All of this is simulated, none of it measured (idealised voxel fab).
Process module under the name voxel capacitor over wiring
FYI the section here is cut, 205 nm wide, cells are 5 nm squares.
Format of a cross-section: grid, square cells. Given as bands. Order: top down. Band: one or more rows of cells. Heads up on the band format: heights come first, top then bottom, in nm. After that it's the materials left to right, each with its width in nm. A single material flagged "edge to edge" fills the whole band edge to edge, and "empty" means there's empty space there. We count height from 0. Below that, the starting wafer is all one material. The lowest band never ends at the bottom but goes on down; see "0..down" for how that is written. Top row gets the first number, bottom row gets the second, and each row in between changes by the same step: that is how a band width like "30 to 40" works. "no modifications" -> step changed no cross-section cell. "Sealed-off cavities" means: voids of 8 cells or more that are shut off from the top with no open way through. Written width x height at distance, distance from the left edge, in nm. If you see something after the settings on a step's line, that's the simulator's own remark about that step. On any step carrying a mask, the "overlay nm" setting, if present on the step's line, tells how far right of its planned place the mask lay; negative values point to the left.
# The following list gives the planned process steps
| 1 | RECEIVE,material Si |
| 2 | CONFORMAL_DEP,material SiO2,thk nm 15 |
| 3 | CONFORMAL_DEP,material SiCN,thk nm 5 |
| 4 | DIRECTIONAL_DEP,material lowk,thk nm 25 |
| 5 | MASKED_ETCH,tone open,mask id METAL_1,width nm 25,pitch nm 90,etch materials lowk,depth nm 25,overlay nm 0 |
| 6 | MASKED_ETCH,tone open,mask id METAL_1,width nm 25,pitch nm 90,etch materials SiCN,depth nm 5,overlay nm 0 |
| 7 | CONFORMAL_DEP,material TiN,thk nm 5 |
| 8 | FILL_DEP,material Cu,thk nm 5 |
| 9 | CMP,height nm 45 |
| 10 | CONFORMAL_DEP,material SiCN,thk nm 5 |
| 11 | DIRECTIONAL_DEP,material lowk,thk nm 10 |
| 12 | DIRECTIONAL_DEP,material aC,thk nm 15 |
| 13 | PATTERN,tone open,mask id PLUG_1,material resist,width nm 15,thk nm 30,overlay nm 0 |
| 14 | DIRECTIONAL_ETCH,etch materials aC,depth nm 15 |
| 15 | STRIP,etch materials resist |
| 16 | DIRECTIONAL_ETCH,etch materials lowk,depth nm 10 |
| 17 | DIRECTIONAL_ETCH,etch materials SiCN,depth nm 5 |
| 18 | STRIP,etch materials aC |
| 19 | EPI,material Ru,thk nm 10 |
| 20 | EPI,material Ru,thk nm 5 |
| 21 | DIRECTIONAL_DEP,material TiN,thk nm 5 |
| 22 | DIRECTIONAL_DEP,material SiN,thk nm 5 |
| 23 | DIRECTIONAL_DEP,material TiN,thk nm 5 |
| 24 | PATTERN,tone cover,mask id UPPER_PLATE,material resist,width nm 70,thk nm 15,overlay nm 0 |
| 25 | DIRECTIONAL_ETCH,etch materials TiN,depth nm 5 |
| 26 | DIRECTIONAL_ETCH,etch materials SiN,depth nm 5 |
| 27 | STRIP,etch materials resist |
| 28 | DIRECTIONAL_DEP,material aC,thk nm 15 |
| 29 | PATTERN,tone cover,mask id LOWER_PLATE,material resist,width nm 80,thk nm 35,overlay nm 0 |
| 30 | DIRECTIONAL_ETCH,etch materials aC,depth nm 15 |
| 31 | STRIP,etch materials resist |
| 32 | DIRECTIONAL_ETCH,etch materials TiN,depth nm 5 |
| 33 | STRIP,etch materials aC |
| 34 | FILL_DEP,material SiO2,thk nm 20 |
| 35 | CMP,height nm 90 |
| 36 | DIRECTIONAL_DEP,material aC,thk nm 15 |
| 37 | PATTERN,tone open,mask id PLUG_2,material resist,width nm 15,thk nm 35,overlay nm 0 |
| 38 | DIRECTIONAL_ETCH,etch materials aC,depth nm 15 |
| 39 | STRIP,etch materials resist |
| 40 | DIRECTIONAL_ETCH,etch materials SiO2,depth nm 15 |
| 41 | STRIP,etch materials aC |
| 42 | CONFORMAL_DEP,material TiN,thk nm 5 |
| 43 | FILL_DEP,material Cu,thk nm 10 |
| 44 | CMP,height nm 90 |
| 45 | CONFORMAL_DEP,material SiCN,thk nm 5 |
# first wafer, as planned
# Cross-section of the wafer upon arrival, representing the state reached after step 1
> 0..down: Si edge to edge
> Sealed-off cavities: none
# Cross-section: wafer state after step 2
> 15..0: SiO2 edge to edge
> Everything under 0 stays put, no change at all.
# Cross-section: wafer state after step 3
> 20..15: SiCN edge to edge
> Everything under 15 stays put, no change at all.
# Cross-section: wafer state after step 4
> 45..20: lowk edge to edge
> Everything under 20 stays put, no change at all.
# Cross-section: wafer state after step 5
> 45..20: 45 of lowk / 25 of empty / 65 of lowk / 25 of empty / 45 of lowk
> Everything under 20 stays put, no change at all.
# Cross-section: wafer state after step 6
> 45..20: 45 of lowk / 25 of empty / 65 of lowk / 25 of empty / 45 of lowk
> 20..15: 45 of SiCN / 25 of empty / 65 of SiCN / 25 of empty / 45 of SiCN
> Everything under 15 stays put, no change at all.
# Cross-section: wafer state after step 7
> 50..45: 50 of TiN / 15 of empty / 75 of TiN / 15 of empty / 50 of TiN
> 45..20: 45 of lowk / 5 of TiN / 15 of empty / 5 of TiN / 65 of lowk / 5 of TiN / 15 of empty / 5 of TiN / 45 of lowk
> 20..15: 45 of SiCN / 25 of TiN / 65 of SiCN / 25 of TiN / 45 of SiCN
> Everything under 15 stays put, no change at all.
# Cross-section: wafer state after step 8
> 55..50: Cu edge to edge
> 50..45: 50 of TiN / 15 of Cu / 75 of TiN / 15 of Cu / 50 of TiN
> 45..20: 45 of lowk / 5 of TiN / 15 of Cu / 5 of TiN / 65 of lowk / 5 of TiN / 15 of Cu / 5 of TiN / 45 of lowk
> Everything under 20 stays put, no change at all.
# Cross-section: wafer state after step 9
> 45..20: 45 of lowk / 5 of TiN / 15 of Cu / 5 of TiN / 65 of lowk / 5 of TiN / 15 of Cu / 5 of TiN / 45 of lowk
> Everything under 20 stays put, no change at all.
# Cross-section: wafer state after step 10
> 50..45: SiCN edge to edge
> Everything under 45 stays put, no change at all.
# Cross-section: wafer state after step 11
> 60..50: lowk edge to edge
> Everything under 50 stays put, no change at all.
# Cross-section: wafer state after step 12
> 75..60: aC edge to edge
> Everything under 60 stays put, no change at all.
# Cross-section: wafer state after step 13
> 105..75: 55 of resist / 15 of empty / 135 of resist
> Everything under 75 stays put, no change at all.
# Cross-section: wafer state after step 14
> 90..75: 55 of resist / 15 of empty / 135 of resist
> 75..60: 55 of aC / 15 of empty / 135 of aC
> Everything under 60 stays put, no change at all.
# Cross-section: wafer state after step 15
> 75..60: 55 of aC / 15 of empty / 135 of aC
> Everything under 60 stays put, no change at all.
# Cross-section: wafer state after step 16
> 75..60: 55 of aC / 15 of empty / 135 of aC
> 60..50: 55 of lowk / 15 of empty / 135 of lowk
> Everything under 50 stays put, no change at all.
# Cross-section: wafer state after step 17
> 75..60: 55 of aC / 15 of empty / 135 of aC
> 60..50: 55 of lowk / 15 of empty / 135 of lowk
> 50..45: 55 of SiCN / 15 of empty / 135 of SiCN
> Everything under 45 stays put, no change at all.
# Cross-section: wafer state after step 18
> 60..50: 55 of lowk / 15 of empty / 135 of lowk
> Everything under 50 stays put, no change at all.
# Cross-section: wafer state after step 19
> 60..55: 55 of lowk / 15 of empty / 135 of lowk
> 55..50: 55 of lowk / 15 of Ru / 135 of lowk
> 50..45: 55 of SiCN / 15 of Ru / 135 of SiCN
> Everything under 45 stays put, no change at all.
# Cross-section: wafer state after step 20
> 60..50: 55 of lowk / 15 of Ru / 135 of lowk
> Everything under 50 stays put, no change at all.
# Cross-section: wafer state after step 21
> 65..60: TiN edge to edge
> Everything under 60 stays put, no change at all.
# Cross-section: wafer state after step 22
> 70..65: SiN edge to edge
> Everything under 65 stays put, no change at all.
# Cross-section: wafer state after step 23
> 75..70: TiN edge to edge
> Everything under 70 stays put, no change at all.
# Cross-section: wafer state after step 24
> 90..75: 55 of empty / 70 of resist / 80 of empty
> Everything under 75 stays put, no change at all.
# Cross-section: wafer state after step 25
> 90..75: 55 of empty / 70 of resist / 80 of empty
> 75..70: 55 of empty / 70 of TiN / 80 of empty
> Everything under 70 stays put, no change at all.
# Cross-section: wafer state after step 26
> 90..75: 55 of empty / 70 of resist / 80 of empty
> 75..70: 55 of empty / 70 of TiN / 80 of empty
> 70..65: 55 of empty / 70 of SiN / 80 of empty
> Everything under 65 stays put, no change at all.
# Cross-section: wafer state after step 27
> 75..70: 55 of empty / 70 of TiN / 80 of empty
> Everything under 70 stays put, no change at all.
# Cross-section: wafer state after step 28
> 90..80: 55 of empty / 70 of aC / 80 of empty
> 80..75: aC edge to edge
> 75..70: 55 of aC / 70 of TiN / 80 of aC
> 70..65: 55 of aC / 70 of SiN / 80 of aC
> Everything under 65 stays put, no change at all.
# Cross-section: wafer state after step 29
> 125..90: 50 of empty / 80 of resist / 75 of empty
> 90..80: 50 of empty / 5 of resist / 70 of aC / 5 of resist / 75 of empty
> Everything under 80 stays put, no change at all.
# Cross-section: wafer state after step 30
> 110..90: 50 of empty / 80 of resist / 75 of empty
> 90..80: 50 of empty / 5 of resist / 70 of aC / 5 of resist / 75 of empty
> 80..75: 50 of empty / 80 of aC / 75 of empty
> 75..70: 50 of empty / 5 of aC / 70 of TiN / 5 of aC / 75 of empty
> 70..65: 50 of empty / 5 of aC / 70 of SiN / 5 of aC / 75 of empty
> Everything under 65 stays put, no change at all.
# Cross-section: wafer state after step 31
> 90..80: 55 of empty / 70 of aC / 80 of empty
> Everything under 80 stays put, no change at all.
# Cross-section: wafer state after step 32
> 90..80: 55 of empty / 70 of aC / 80 of empty
> 80..75: 50 of empty / 80 of aC / 75 of empty
> 75..70: 50 of empty / 5 of aC / 70 of TiN / 5 of aC / 75 of empty
> 70..65: 50 of empty / 5 of aC / 70 of SiN / 5 of aC / 75 of empty
> 65..60: 50 of empty / 80 of TiN / 75 of empty
> Everything under 60 stays put, no change at all.
# Cross-section: wafer state after step 33
> 75..70: 55 of empty / 70 of TiN / 80 of empty
> 70..65: 55 of empty / 70 of SiN / 80 of empty
> Everything under 65 stays put, no change at all.
# Cross-section: wafer state after step 34
> 95..75: SiO2 edge to edge
> 75..70: 55 of SiO2 / 70 of TiN / 80 of SiO2
> 70..65: 55 of SiO2 / 70 of SiN / 80 of SiO2
> 65..60: 50 of SiO2 / 80 of TiN / 75 of SiO2
> Everything under 60 stays put, no change at all.
# Cross-section: wafer state after step 35
> 90..75: SiO2 edge to edge
> Everything under 75 stays put, no change at all.
# Cross-section: wafer state after step 36
> 105..90: aC edge to edge
> Everything under 90 stays put, no change at all.
# Cross-section: wafer state after step 37
> 140..105: 65 of resist / 15 of empty / 125 of resist
> Everything under 105 stays put, no change at all.
# Cross-section: wafer state after step 38
> 125..105: 65 of resist / 15 of empty / 125 of resist
> 105..90: 65 of aC / 15 of empty / 125 of aC
> Everything under 90 stays put, no change at all.
# Cross-section: wafer state after step 39
> 105..90: 65 of aC / 15 of empty / 125 of aC
> Everything under 90 stays put, no change at all.
# Cross-section: wafer state after step 40
> 105..90: 65 of aC / 15 of empty / 125 of aC
> 90..75: 65 of SiO2 / 15 of empty / 125 of SiO2
> Everything under 75 stays put, no change at all.
# Cross-section: wafer state after step 41
> 90..75: 65 of SiO2 / 15 of empty / 125 of SiO2
> Everything under 75 stays put, no change at all.
# Cross-section: wafer state after step 42
> 95..90: 70 of TiN / 5 of empty / 130 of TiN
> 90..80: 65 of SiO2 / 5 of TiN / 5 of empty / 5 of TiN / 125 of SiO2
> 80..70: 65 to 55 of SiO2 / 15 to 70 of TiN / 125 to 80 of SiO2
> Everything under 70 stays put, no change at all.
# Cross-section: wafer state after step 43
> 105..95: Cu edge to edge
> 95..90: 70 of TiN / 5 of Cu / 130 of TiN
> 90..80: 65 of SiO2 / 5 of TiN / 5 of Cu / 5 of TiN / 125 of SiO2
> Everything under 80 stays put, no change at all.
# Cross-section: wafer state after step 44
> 90..80: 65 of SiO2 / 5 of TiN / 5 of Cu / 5 of TiN / 125 of SiO2
> Everything under 80 stays put, no change at all.
# Cross-section: wafer state after step 45
> 95..90: SiCN edge to edge
> Everything under 90 stays put, no change at all.
# Second Wafer (Identical Start and Plan, One Processing Error; Matches First Wafer Through Step 28)
# Cross-section, second wafer, at the end time the plan gives for step 29
> 125..90: 45 of empty / 90 of resist / 70 of empty
> 90..80: 45 of empty / 10 of resist / 70 of aC / 10 of resist / 70 of empty
> Everything under 80 stays put, no change at all.
# Cross-section, second wafer, at the end time the plan gives for step 30
> 110..90: 45 of empty / 90 of resist / 70 of empty
> 90..80: 45 of empty / 10 of resist / 70 of aC / 10 of resist / 70 of empty
> 80..75: 45 of empty / 90 of aC / 70 of empty
> 75..70: 45 of empty / 10 of aC / 70 of TiN / 10 of aC / 70 of empty
> 70..65: 45 of empty / 10 of aC / 70 of SiN / 10 of aC / 70 of empty
> Everything under 65 stays put, no change at all.
# Cross-section, second wafer, at the end time the plan gives for step 31
> 90..80: 55 of empty / 70 of aC / 80 of empty
> Everything under 80 stays put, no change at all.
# Cross-section, second wafer, at the end time the plan gives for step 32
> 90..80: 55 of empty / 70 of aC / 80 of empty
> 80..75: 45 of empty / 90 of aC / 70 of empty
> 75..70: 45 of empty / 10 of aC / 70 of TiN / 10 of aC / 70 of empty
> 70..65: 45 of empty / 10 of aC / 70 of SiN / 10 of aC / 70 of empty
> 65..60: 45 of empty / 90 of TiN / 70 of empty
> Everything under 60 stays put, no change at all.
# Cross-section, second wafer, at the end time the plan gives for step 33
> 75..70: 55 of empty / 70 of TiN / 80 of empty
> 70..65: 55 of empty / 70 of SiN / 80 of empty
> Everything under 65 stays put, no change at all.
# Cross-section, second wafer, at the end time the plan gives for step 34
> 95..75: SiO2 edge to edge
> 75..70: 55 of SiO2 / 70 of TiN / 80 of SiO2
> 70..65: 55 of SiO2 / 70 of SiN / 80 of SiO2
> 65..60: 45 of SiO2 / 90 of TiN / 70 of SiO2
> Everything under 60 stays put, no change at all.
# Cross-section, second wafer, at the end time the plan gives for step 35
> 90..75: SiO2 edge to edge
> Everything under 75 stays put, no change at all.
# Cross-section, second wafer, at the end time the plan gives for step 36
> 105..90: aC edge to edge
> Everything under 90 stays put, no change at all.
# Cross-section, second wafer, at the end time the plan gives for step 37
> 140..105: 65 of resist / 15 of empty / 125 of resist
> Everything under 105 stays put, no change at all.
# Cross-section, second wafer, at the end time the plan gives for step 38
> 125..105: 65 of resist / 15 of empty / 125 of resist
> 105..90: 65 of aC / 15 of empty / 125 of aC
> Everything under 90 stays put, no change at all.
# Cross-section, second wafer, at the end time the plan gives for step 39
> 105..90: 65 of aC / 15 of empty / 125 of aC
> Everything under 90 stays put, no change at all.
# Cross-section, second wafer, at the end time the plan gives for step 40
> 105..90: 65 of aC / 15 of empty / 125 of aC
> 90..75: 65 of SiO2 / 15 of empty / 125 of SiO2
> Everything under 75 stays put, no change at all.
# Cross-section, second wafer, at the end time the plan gives for step 41
> 90..75: 65 of SiO2 / 15 of empty / 125 of SiO2
> Everything under 75 stays put, no change at all.
# Cross-section, second wafer, at the end time the plan gives for step 42
> 95..90: 70 of TiN / 5 of empty / 130 of TiN
> 90..80: 65 of SiO2 / 5 of TiN / 5 of empty / 5 of TiN / 125 of SiO2
> 80..70: 65 to 55 of SiO2 / 15 to 70 of TiN / 125 to 80 of SiO2
> Everything under 70 stays put, no change at all.
# Cross-section, second wafer, at the end time the plan gives for step 43
> 105..95: Cu edge to edge
> 95..90: 70 of TiN / 5 of Cu / 130 of TiN
> 90..80: 65 of SiO2 / 5 of TiN / 5 of Cu / 5 of TiN / 125 of SiO2
> Everything under 80 stays put, no change at all.
# Cross-section, second wafer, at the end time the plan gives for step 44
> 90..80: 65 of SiO2 / 5 of TiN / 5 of Cu / 5 of TiN / 125 of SiO2
> Everything under 80 stays put, no change at all.
# Cross-section, second wafer, at the end time the plan gives for step 45
> 95..90: SiCN edge to edge
> Everything under 90 stays put, no change at all.
Finding, execution versus plan: rather than as planned, step 29 actually ran as PATTERN,tone cover,mask id LOWER_PLATE,material resist,width nm 90,thk nm 35,overlay nm 0
The closing comparison, in cells, has the second wafer with more or fewer of some materials than the first: SiO2: 2 fewer | TiN: 2 more
